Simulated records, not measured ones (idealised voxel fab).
Process module name: voxel ribs on slabs
This is section cut - it's 245 nm across, gridded in 5 nm square cells.
A cross-section in this document is a grid of square cells, and it is written down as bands, the top band listed before the ones below it; a band is made up of one or more rows of cells. Each band's line starts with the height of the band's top and of its bottom, in nm. Then come its materials from left to right, each with its width in nm. One material with "full width" fills the band from edge to edge. "air" is empty space. Height datum 0, below which the as-received substrate wafer is one material. Lowest band open at the bottom, running downward: "0 down". The expression "30->40" gives the width at the extremes of the band, the first number at its top row of cells and the second at its bottom row, with the width changing by equal amounts from each row to the next in between. Basically "nothing got changed" means that step didn't change any cell in the cross-section. In the "Closed void table" entry, you get each enclosed empty space of 8 cells or more, one with no open way to the top, written width x height at distance, distance from the left edge, in nm. after a step's settings: what the simulator itself notes on the step. For masked steps, "overlay nm" on the step line gives how far right of plan the mask actually lay; a minus sign means it lay to the left.
Set out below are the planned steps of the process
step 1: RECEIVE [material Si]
step 2: DIRECTIONAL_DEP [material SiO2] [thk nm 20]
step 3: DIRECTIONAL_DEP [material SiN] [thk nm 20]
step 4: MASKED_ETCH [tone cover] [mask id RIB] [width nm 15] [etch materials SiN] [depth nm 10] [overlay nm 0]
step 5: MASKED_ETCH [tone cover] [mask id SLAB] [width nm 45] [etch materials SiN] [depth nm 10] [overlay nm 0]
step 6: FILL_DEP [material SiO2] [thk nm 25]
step 7: CMP [height nm 55]
step 8: DIRECTIONAL_DEP [material W] [thk nm 10]
step 9: DIRECTIONAL_DEP [material aC] [thk nm 15]
step 10: PATTERN [tone cover] [mask id HEATER] [material resist] [width nm 25] [thk nm 30] [overlay nm -15]
step 11: DIRECTIONAL_ETCH [etch materials aC] [depth nm 15]
step 12: STRIP [etch materials resist]
step 13: DIRECTIONAL_ETCH [etch materials W] [depth nm 10]
step 14: STRIP [etch materials aC]
step 15: CONFORMAL_DEP [material SiO2] [thk nm 5]
Wafers differ in overlay nm at step 10; plan lists the first wafer's value; identical starting state.
The first of several wafers in cross-section, exactly as it reached us after step 1
  0 down = Si full width
  Closed void table: none
Wafer rows; end of module; cells per material since receipt: (+) gained, (-) lost; then closed voids
overlay nm -15, +24 SiN, +568 SiO2, +10 W, Closed void table: none
overlay nm -10, +24 SiN, +568 SiO2, +10 W, Closed void table: none
overlay nm -5, +24 SiN, +568 SiO2, +10 W, Closed void table: none
overlay nm 0, +24 SiN, +568 SiO2, +10 W, Closed void table: none
overlay nm 5, +24 SiN, +568 SiO2, +10 W, Closed void table: none
overlay nm 10, +24 SiN, +568 SiO2, +10 W, Closed void table: none
overlay nm 15, +24 SiN, +568 SiO2, +10 W, Closed void table: none
